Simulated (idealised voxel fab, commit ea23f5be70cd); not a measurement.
process module | voxel ribs on slabs
cross-section cut | 150 nm wide | cells 5 nm
A cross-section is a grid of square cells, given in bands from the top down. A band is one or more rows of cells.
Each band's line starts with the height of the band's top and of its bottom, in nm. Then come its materials from left to right, each with its width in nm. One material with "throughout" fills the band from edge to edge. "air" is empty space.
Height 0 is the level under which the wafer as received is all one material. The lowest band goes on downwards, as in "0 down".
A width such as "30 to 40" changes by the same amount from each row of cells to the next, from the band's top row to its bottom row.
"no change" after a step means that no cell of the cross-section changed.
closed voids: empty space of 8 cells or more with no open way to the top, each as width x height at its distance from the left edge, in nm
after a step's settings: what the simulator itself notes on the step
overlay nm, on a step with a mask: how far to the right of its planned place the mask lay; to the left if negative
plan
1 op RECEIVE | material Si
2 op DIRECTIONAL_DEP | material SiO2 | thk nm 25
3 op DIRECTIONAL_DEP | material polySi | thk nm 25
4 op DIRECTIONAL_DEP | material aC | thk nm 10
5 op PATTERN | tone cover | mask id RIB | material resist | width nm 25 | thk nm 25 | overlay nm 0
6 op DIRECTIONAL_ETCH | etch materials aC | depth nm 10
7 op STRIP | etch materials resist
8 op DIRECTIONAL_ETCH | etch materials polySi | depth nm 10
9 op STRIP | etch materials aC
10 op MASKED_ETCH | tone cover | mask id SLAB | width nm 55 | etch materials polySi | depth nm 15 | overlay nm 0
11 op FILL_DEP | material SiO2 | thk nm 15
12 op CMP | height nm 60
13 op DIRECTIONAL_DEP | material W | thk nm 5
14 op DIRECTIONAL_DEP | material aC | thk nm 10
15 op PATTERN | tone cover | mask id HEATER | material resist | width nm 35 | thk nm 30 | overlay nm 0
16 op DIRECTIONAL_ETCH | etch materials aC | depth nm 10
17 op STRIP | etch materials resist
18 op DIRECTIONAL_ETCH | etch materials W | depth nm 5
19 op STRIP | etch materials aC
20 op CONFORMAL_DEP | material SiN | thk nm 5
as received, after step 1
  0 down: Si throughout
  closed voids: none
a wafer at the end: this start, this plan, one mistake
  70 to 65: air 50 | SiN 45 | air 55
  65 to 60: SiN 55 | W 35 | SiN 60
  60 to 50: SiO2 throughout
  50 to 40: SiO2 60 | polySi 25 | SiO2 65
  40 to 25: SiO2 40 | polySi 65 | SiO2 45
  25 to 0: SiO2 throughout
  0 down: Si throughout
  closed voids: none
what went wrong: step 10 ran as: op MASKED_ETCH | tone cover | mask id SLAB | width nm 65 | etch materials polySi | depth nm 15 | overlay nm 0
